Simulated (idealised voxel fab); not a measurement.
The document below concerns the process module designated voxel transistor to metal.
The width of the displayed cross-section, cut, is 185 nm; its cells are square, with a size of 5 nm.
A cross-section is written here as square cells arranged in a grid, and it is given in bands from the top down, each band taking up one or more rows of cells. The band entry comprises the height of the band's top followed by the height of its bottom, expressed in nm, and subsequently the band's materials from left to right, each stated together with its width in nm. Where a single material is marked with the word "edge to edge", that material fills the band from edge to edge. The word "blank" represents empty space. Beneath 0, the wafer as received is one material, and that level is where height counting begins. The lowest band goes on downward without a bottom; it is written like "from 0 down". Per-row width for "30..40": begins at first number (top row of band), ends at second number (bottom row), increment between rows held constant. The cross-section has no changed cell in any step marked "no change occurred". So "Closed empty spaces" is basically the list of trapped voids: any empty space of 8 cells or more that can't reach the top through an opening. They're written width x height at distance, the distance being from the left edge, and it's all nm. It should be noted that, on the line of a given step, the content following the step's settings is a remark produced by the simulator itself with respect to that step. The "overlay nm" setting may appear on a step's line; for a step that uses a mask, it gives how far to the right of its planned position the mask lay, and a negative value indicates the left.
STEPS IN THE PROCESS PLAN
step 1: op RECEIVE | material Si
step 2: op OXIDIZE | depth nm 5
step 3: op CONFORMAL_DEP | material SiN | thk nm 10
step 4: op DIRECTIONAL_DEP | material aC | thk nm 10
step 5: op PATTERN | tone cover | mask id ACTIVE | material resist | width nm 105 | thk nm 25 | overlay nm 0
step 6: op DIRECTIONAL_ETCH | etch materials aC | depth nm 10
step 7: op STRIP | etch materials resist
step 8: op DIRECTIONAL_ETCH | etch materials SiN | depth nm 10
step 9: op DIRECTIONAL_ETCH | etch materials SiO2 | depth nm 5
step 10: op DIRECTIONAL_ETCH | etch materials Si | depth nm 35
step 11: op STRIP | etch materials aC
step 12: op OXIDIZE | depth nm 5
step 13: op FILL_DEP | material SiO2 | thk nm 5
step 14: op CMP | height nm 10
step 15: op SELECTIVE_ETCH | etch materials SiO2 | depth nm 5
step 16: op STRIP | etch materials SiN
step 17: op SELECTIVE_ETCH | etch materials SiO2 | depth nm 5
step 18: op OXIDIZE | depth nm 5
step 19: op DIRECTIONAL_DEP | material polySi | thk nm 30
step 20: op DIRECTIONAL_DEP | material SiCN | thk nm 10
step 21: op PATTERN | tone cover | mask id GATE | material resist | width nm 25 | thk nm 20 | overlay nm 0
step 22: op DIRECTIONAL_ETCH | etch materials SiCN | depth nm 20
step 23: op DIRECTIONAL_ETCH | etch materials polySi | depth nm 40
step 24: op STRIP | etch materials resist
step 25: op CONFORMAL_DEP | material SiO2 | thk nm 5
step 26: op DIRECTIONAL_ETCH | etch materials SiO2 | depth nm 5
step 27: op CONFORMAL_DEP | material SiN | thk nm 5
step 28: op DIRECTIONAL_ETCH | etch materials SiN | depth nm 5
step 29: op DIRECTIONAL_ETCH | etch materials SiO2 | depth nm 5
step 30: op DIRECTIONAL_ETCH | etch materials Si | depth nm 10
step 31: op EPI | material nSi | thk nm 10
step 32: op FILL_DEP | material SiO2 | thk nm 10
step 33: op CMP | height nm 35
step 34: op DIRECTIONAL_DEP | material SiO2 | thk nm 15
step 35: op PATTERN | tone open | mask id CONTACT | material resist | width nm 20 | pitch nm 75 | thk nm 15 | overlay nm 0
step 36: op DIRECTIONAL_ETCH | etch materials SiO2 | depth nm 60
step 37: op STRIP | etch materials resist
step 38: op CONFORMAL_DEP | material TiN | thk nm 5
step 39: op FILL_DEP | material Ru | thk nm 5
step 40: op CMP | height nm 50
step 41: op DIRECTIONAL_DEP | material TiN | thk nm 5
step 42: op DIRECTIONAL_DEP | material W | thk nm 15
step 43: op DIRECTIONAL_DEP | material aC | thk nm 15
step 44: op PATTERN | tone cover | mask id METAL_1 | material resist | width nm 20 | pitch nm 75 | thk nm 35 | overlay nm 0
step 45: op DIRECTIONAL_ETCH | etch materials aC | depth nm 15
step 46: op STRIP | etch materials resist
step 47: op DIRECTIONAL_ETCH | etch materials W | depth nm 15
step 48: op DIRECTIONAL_ETCH | etch materials TiN | depth nm 5
step 49: op STRIP | etch materials aC
step 50: op CONFORMAL_DEP | material SiN | thk nm 5
step 51: op FILL_DEP | material lowk | thk nm 10
step 52: op CMP | height nm 70
step 53: op CONFORMAL_DEP | material SiCN | thk nm 5
step 54: op DIRECTIONAL_DEP | material SiO2 | thk nm 35
step 55: op MASKED_ETCH | tone open | mask id METAL_2 | width nm 20 | pitch nm 75 | etch materials SiO2 | depth nm 20 | overlay nm 0
step 56: op MASKED_ETCH | tone open | mask id METAL_2_HOLES | width nm 15 | pitch nm 75 | etch materials SiO2 | depth nm 15 | overlay nm 0
step 57: op MASKED_ETCH | tone open | mask id METAL_2_HOLES | width nm 15 | pitch nm 75 | etch materials SiCN | depth nm 5 | overlay nm 0
step 58: op CONFORMAL_DEP | material TiN | thk nm 5
step 59: op FILL_DEP | material Ru | thk nm 5
step 60: op CMP | height nm 110
step 61: op CONFORMAL_DEP | material SiN | thk nm 5
THE CROSS-SECTION HERE SHOWS THE WAFER AS RECEIVED, I.E. IN ITS STATE AFTER STEP 1
    from 0 down | Si edge to edge
    Closed empty spaces: none
STARTING WAFER: ABOVE. PLAN: ABOVE. RUN: ONE MISTAKE. CROSS-SECTION AFTER THE MODULE: BELOW
    from 115 to 110 | SiN edge to edge
    from 110 to 95 | SiO2 45, TiN 5, Ru 10, TiN 5, SiO2 55, TiN 5, Ru 10, TiN 5, SiO2 45
    from 95 to 90 | SiO2 45, TiN 5, Ru 5, TiN 10, SiO2 55, TiN 5, Ru 5, TiN 10, SiO2 45
    from 90 to 75 | SiO2 45, TiN 5, Ru 5, TiN 5, SiO2 60, TiN 5, Ru 5, TiN 5, SiO2 50
    from 75 to 70 | SiCN 45, TiN 15, SiCN 60, TiN 15, SiCN 50
    from 70 to 55 | lowk 40, SiN 5, W 20, SiN 5, lowk 45, SiN 5, W 20, SiN 5, lowk 40
    from 55 to 50 | SiN 45, TiN 20, SiN 55, TiN 20, SiN 45
    from 50 to 40 | SiO2 45, TiN 5, Ru 10, TiN 5, SiO2 55, TiN 5, Ru 10, TiN 5, SiO2 45
    from 40 to 35 | SiO2 45, TiN 20, SiO2 55, TiN 20, SiO2 45
    from 35 to 30 | SiCN 80, SiO2 5, SiN 5, SiO2 5, SiN 5, SiO2 5, SiCN 80
    from 30 to 25 | polySi 35, SiCN 45, SiO2 5, SiN 5, SiO2 5, SiN 5, SiO2 5, SiCN 45, polySi 35
    from 25 to 0 | polySi 80, SiO2 5, SiN 5, SiO2 5, SiN 5, SiO2 5, polySi 80
    from 0 to -5 | SiO2 35, polySi 45, SiO2 5, SiN 5, nSi 5, SiN 5, SiO2 5, polySi 45, SiO2 35
    from -5 to -10 | SiO2 90, nSi 5, SiO2 90
    from -10 to -20 | SiO2 45, Si 45, nSi 5, Si 45, SiO2 45
    from -20 to -45 | SiO2 45, Si 95, SiO2 45
    from -45 down | Si edge to edge
    Closed empty spaces: none
What was the processing mistake? step 21 ran as: op PATTERN | tone open | mask id GATE | material resist | width nm 25 | thk nm 20 | overlay nm 0
